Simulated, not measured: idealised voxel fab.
process module | voxel gate over fins
cross-section cut | 240 nm wide | cells 5 nm
A cross-section is a grid of square cells, given in bands from the top down. A band is one or more rows of cells.
Each band's line starts with the height of the band's top and of its bottom, in nm. Then come its materials from left to right, each with its width in nm. One material with "throughout" fills the band from edge to edge. "air" is empty space.
Height 0 is the level under which the wafer as received is all one material. The lowest band goes on downwards, as in "0 down".
A width such as "30 to 40" changes by the same amount from each row of cells to the next, from the band's top row to its bottom row.
"no change" after a step means that no cell of the cross-section changed.
closed voids: empty space of 8 cells or more with no open way to the top, each as width x height at its distance from the left edge, in nm
after a step's settings: what the simulator itself notes on the step
overlay nm, on a step with a mask: how far to the right of its planned place the mask lay; to the left if negative
plan
1 op RECEIVE | material Si
2 op CONFORMAL_DEP | material SiN | thk nm 5
3 op PATTERN | tone cover | mask id FINS | material resist | width nm 15 | pitch nm 60 | thk nm 20 | overlay nm 0
4 op DIRECTIONAL_ETCH | etch materials SiN | depth nm 5
5 op DIRECTIONAL_ETCH | etch materials Si | depth nm 35
6 op STRIP | etch materials resist
7 op OXIDIZE | depth nm 5
8 op FILL_DEP | material SiO2 | thk nm 15
9 op CMP | height nm 5
10 op MASKED_ETCH | tone open | mask id RAIL | width nm 15 | etch materials SiO2 | depth nm 35 | overlay nm 0
11 op CONFORMAL_DEP | material TiN | thk nm 5
12 op FILL_DEP | material W | thk nm 5
13 op CMP | height nm 5
14 op SELECTIVE_ETCH | etch materials W Ru TiN | depth nm 30
15 op FILL_DEP | material SiO2 | thk nm 5
16 op CMP | height nm 5
17 op SELECTIVE_ETCH | etch materials SiO2 | depth nm 20
18 op STRIP | etch materials SiN
19 op CONFORMAL_DEP | material HfO2 | thk nm 5
20 op CONFORMAL_DEP | material TiN | thk nm 5
21 op CONFORMAL_DEP | material TiAl | thk nm 5
22 op CONFORMAL_DEP | material TiN | thk nm 5
23 op FILL_DEP | material W | thk nm 15
24 op CMP | height nm 30
25 op CONFORMAL_DEP | material SiCN | thk nm 5
first wafer, as planned
as received, after step 1
  0 down: Si throughout
  closed voids: none
after step 2
  5 to 0: SiN throughout
  below 0: unchanged
after step 3
  25 to 5: air 80 | resist 15 | air 45 | resist 15 | air 85
  below 5: unchanged
after step 4
  25 to 5: air 80 | resist 15 | air 45 | resist 15 | air 85
  5 to 0: air 80 | SiN 15 | air 45 | SiN 15 | air 85
  below 0: unchanged
after step 5
  25 to 5: air 80 | resist 15 | air 45 | resist 15 | air 85
  5 to 0: air 80 | SiN 15 | air 45 | SiN 15 | air 85
  0 to -35: air 80 | Si 15 | air 45 | Si 15 | air 85
  below -35: unchanged
after step 6
  5 to 0: air 80 | SiN 15 | air 45 | SiN 15 | air 85
  below 0: unchanged
after step 7
  5 to 0: air 80 | SiN 15 | air 45 | SiN 15 | air 85
  0 to -35: air 80 | SiO2 5 | Si 5 | SiO2 5 | air 45 | SiO2 5 | Si 5 | SiO2 5 | air 85
  -35 to -40: SiO2 85 | Si 5 | SiO2 55 | Si 5 | SiO2 90
  below -40: unchanged
after step 8
  20 to 5: SiO2 throughout
  5 to 0: SiO2 80 | SiN 15 | SiO2 45 | SiN 15 | SiO2 85
  0 to -40: SiO2 85 | Si 5 | SiO2 55 | Si 5 | SiO2 90
  below -40: unchanged
after step 9
  5 to 0: SiO2 80 | SiN 15 | SiO2 45 | SiN 15 | SiO2 85
  below 0: unchanged
after step 10
  5 to 0: SiO2 80 | SiN 15 | SiO2 15 | air 15 | SiO2 15 | SiN 15 | SiO2 85
  0 to -30: SiO2 85 | Si 5 | SiO2 20 | air 15 | SiO2 20 | Si 5 | SiO2 90
  below -30: unchanged
after step 11
  10 to 5: TiN 115 | air 5 | TiN 120
  5 to 0: SiO2 80 | SiN 15 | SiO2 15 | TiN 5 | air 5 | TiN 5 | SiO2 15 | SiN 15 | SiO2 85
  0 to -25: SiO2 85 | Si 5 | SiO2 20 | TiN 5 | air 5 | TiN 5 | SiO2 20 | Si 5 | SiO2 90
  -25 to -30: SiO2 85 | Si 5 | SiO2 20 | TiN 15 | SiO2 20 | Si 5 | SiO2 90
  below -30: unchanged
after step 12
  15 to 10: W throughout
  10 to 5: TiN 115 | W 5 | TiN 120
  5 to 0: SiO2 80 | SiN 15 | SiO2 15 | TiN 5 | W 5 | TiN 5 | SiO2 15 | SiN 15 | SiO2 85
  0 to -25: SiO2 85 | Si 5 | SiO2 20 | TiN 5 | W 5 | TiN 5 | SiO2 20 | Si 5 | SiO2 90
  below -25: unchanged
after step 13
  5 to 0: SiO2 80 | SiN 15 | SiO2 15 | TiN 5 | W 5 | TiN 5 | SiO2 15 | SiN 15 | SiO2 85
  below 0: unchanged
after step 14
  5 to 0: SiO2 80 | SiN 15 | SiO2 15 | air 15 | SiO2 15 | SiN 15 | SiO2 85
  0 to -25: SiO2 85 | Si 5 | SiO2 20 | air 15 | SiO2 20 | Si 5 | SiO2 90
  below -25: unchanged
after step 15
  10 to 5: SiO2 throughout
  5 to 0: SiO2 80 | SiN 15 | SiO2 45 | SiN 15 | SiO2 85
  0 to -25: SiO2 85 | Si 5 | SiO2 55 | Si 5 | SiO2 90
  below -25: unchanged
after step 16
  5 to 0: SiO2 80 | SiN 15 | SiO2 45 | SiN 15 | SiO2 85
  below 0: unchanged
after step 17
  5 to 0: air 80 | SiN 15 | air 45 | SiN 15 | air 85
  0 to -15: air 85 | Si 5 | air 55 | Si 5 | air 90
  below -15: unchanged
after step 18
  0 to -15: air 85 | Si 5 | air 55 | Si 5 | air 90
  below -15: unchanged
after step 19
  5 to 0: air 80 | HfO2 15 | air 45 | HfO2 15 | air 85
  0 to -10: air 80 | HfO2 5 | Si 5 | HfO2 5 | air 45 | HfO2 5 | Si 5 | HfO2 5 | air 85
  -10 to -15: HfO2 85 | Si 5 | HfO2 55 | Si 5 | HfO2 90
  below -15: unchanged
after step 20
  10 to 5: air 75 | TiN 25 | air 35 | TiN 25 | air 80
  5 to 0: air 75 | TiN 5 | HfO2 15 | TiN 5 | air 35 | TiN 5 | HfO2 15 | TiN 5 | air 80
  0 to -5: air 75 | TiN 5 | HfO2 5 | Si 5 | HfO2 5 | TiN 5 | air 35 | TiN 5 | HfO2 5 | Si 5 | HfO2 5 | TiN 5 | air 80
  -5 to -10: TiN 80 | HfO2 5 | Si 5 | HfO2 5 | TiN 45 | HfO2 5 | Si 5 | HfO2 5 | TiN 85
  below -10: unchanged
after step 21
  15 to 10: air 70 | TiAl 35 | air 25 | TiAl 35 | air 75
  10 to 5: air 70 | TiAl 5 | TiN 25 | TiAl 5 | air 25 | TiAl 5 | TiN 25 | TiAl 5 | air 75
  5 to 0: air 70 | TiAl 5 | TiN 5 | HfO2 15 | TiN 5 | TiAl 5 | air 25 | TiAl 5 | TiN 5 | HfO2 15 | TiN 5 | TiAl 5 | air 75
  0 to -5: TiAl 75 | TiN 5 | HfO2 5 | Si 5 | HfO2 5 | TiN 5 | TiAl 35 | TiN 5 | HfO2 5 | Si 5 | HfO2 5 | TiN 5 | TiAl 80
  below -5: unchanged
after step 22
  20 to 15: air 65 | TiN 45 | air 15 | TiN 45 | air 70
  15 to 10: air 65 | TiN 5 | TiAl 35 | TiN 5 | air 15 | TiN 5 | TiAl 35 | TiN 5 | air 70
  10 to 5: air 65 | TiN 5 | TiAl 5 | TiN 25 | TiAl 5 | TiN 5 | air 15 | TiN 5 | TiAl 5 | TiN 25 | TiAl 5 | TiN 5 | air 70
  5 to 0: TiN 70 | TiAl 5 | TiN 5 | HfO2 15 | TiN 5 | TiAl 5 | TiN 25 | TiAl 5 | TiN 5 | HfO2 15 | TiN 5 | TiAl 5 | TiN 75
  below 0: unchanged
after step 23
  35 to 20: W throughout
  20 to 15: W 65 | TiN 45 | W 15 | TiN 45 | W 70
  15 to 10: W 65 | TiN 5 | TiAl 35 | TiN 5 | W 15 | TiN 5 | TiAl 35 | TiN 5 | W 70
  10 to 5: W 65 | TiN 5 | TiAl 5 | TiN 25 | TiAl 5 | TiN 5 | W 15 | TiN 5 | TiAl 5 | TiN 25 | TiAl 5 | TiN 5 | W 70
  below 5: unchanged
after step 24
  30 to 20: W throughout
  below 20: unchanged
after step 25
  35 to 30: SiCN throughout
  below 30: unchanged
second wafer: like start, like plan, one mistake. Through step 19 it matches the first wafer
when step 20 should have ended: no change
when step 21 should have ended
  10 to 5: air 75 | TiAl 25 | air 35 | TiAl 25 | air 80
  5 to 0: air 75 | TiAl 5 | HfO2 15 | TiAl 5 | air 35 | TiAl 5 | HfO2 15 | TiAl 5 | air 80
  0 to -5: air 75 | TiAl 5 | HfO2 5 | Si 5 | HfO2 5 | TiAl 5 | air 35 | TiAl 5 | HfO2 5 | Si 5 | HfO2 5 | TiAl 5 | air 80
  -5 to -10: TiAl 80 | HfO2 5 | Si 5 | HfO2 5 | TiAl 45 | HfO2 5 | Si 5 | HfO2 5 | TiAl 85
  below -10: unchanged
when step 22 should have ended
  15 to 10: air 70 | TiN 35 | air 25 | TiN 35 | air 75
  10 to 5: air 70 | TiN 5 | TiAl 25 | TiN 5 | air 25 | TiN 5 | TiAl 25 | TiN 5 | air 75
  5 to 0: air 70 | TiN 5 | TiAl 5 | HfO2 15 | TiAl 5 | TiN 5 | air 25 | TiN 5 | TiAl 5 | HfO2 15 | TiAl 5 | TiN 5 | air 75
  0 to -5: TiN 75 | TiAl 5 | HfO2 5 | Si 5 | HfO2 5 | TiAl 5 | TiN 35 | TiAl 5 | HfO2 5 | Si 5 | HfO2 5 | TiAl 5 | TiN 80
  below -5: unchanged
when step 23 should have ended
  30 to 15: W throughout
  15 to 10: W 70 | TiN 35 | W 25 | TiN 35 | W 75
  10 to 5: W 70 | TiN 5 | TiAl 25 | TiN 5 | W 25 | TiN 5 | TiAl 25 | TiN 5 | W 75
  5 to 0: W 70 | TiN 5 | TiAl 5 | HfO2 15 | TiAl 5 | TiN 5 | W 25 | TiN 5 | TiAl 5 | HfO2 15 | TiAl 5 | TiN 5 | W 75
  below 0: unchanged
when step 24 should have ended: no change
when step 25 should have ended
  35 to 30: SiCN throughout
  below 30: unchanged
what went wrong: step 20 was left out
at the end the second wafer has, in cells: 60 fewer of TiN | 60 more of W
